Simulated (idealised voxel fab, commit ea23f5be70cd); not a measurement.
Title: Process Module voxel lift off
Each square cell in cross-section cut measures 5 nm, and the section as a whole is 275 nm wide.
Format of a cross-section: grid, square cells. Given as bands. Order: top down. Band: one or more rows of cells.
Top height, bottom height, nm. Materials left to right, width each, nm. Single material + "everywhere" = fills band edge to edge. "empty" = empty.
It should be noted that heights are counted from 0, beneath which the wafer as supplied is of one material throughout, and that the lowest band possesses no lower boundary but continues downward, as written in "0 and below".
Width "30..40": first value at the band's top row of cells, second value at its bottom row, equal change from row to row.
What does "no alterations made" mean for a step? It means no cell of the cross-section changed in that step.
If an empty space has no open way to the top and is at least 8 cells in size, "Sealed void inventory" lists it, written width x height at distance, where distance is measured from the left edge and every value is in nm.
What comes after the settings on a step's line is commentary from the simulator itself on that step.
Steps that use a mask can have "overlay nm" on their line. It says how far the mask sat to the right of where it was meant to be. Negative means to the left.

# This section lists the process steps that were planned
1. RECEIVE, material Si
2. CONFORMAL_DEP, material SiN, thk nm 15
3. PATTERN, tone open, mask id LINES, material resist, width nm 30, pitch nm 50, thk nm 15, overlay nm 0
4. DIRECTIONAL_DEP, material Ru, thk nm 5
5. STRIP, etch materials resist
6. CONFORMAL_DEP, material SiN, thk nm 10

# Shown in cross-section is the wafer as received, that is, as it stands after step 1
	0 and below: Si everywhere
	Sealed void inventory: none

# Look at the cross-section after the module: the wafer started out the way shown above and the plan was the one shown above, yet one mistake was made along the way
	30 down to 25: empty (65) / SiN (40) / empty (10) / SiN (40) / empty (10) / SiN (40) / empty (70)
	25 down to 20: SiN everywhere
	20 down to 15: SiN (75) / Ru (20) / SiN (30) / Ru (20) / SiN (30) / Ru (20) / SiN (80)
	15 down to 0: SiN everywhere
	0 and below: Si everywhere
	Sealed void inventory: none
Where did the run depart from the plan? heads up, step 3 didn't go per plan, it actually ran as PATTERN, tone open, mask id LINES, material resist, width nm 20, pitch nm 50, thk nm 15, overlay nm 0
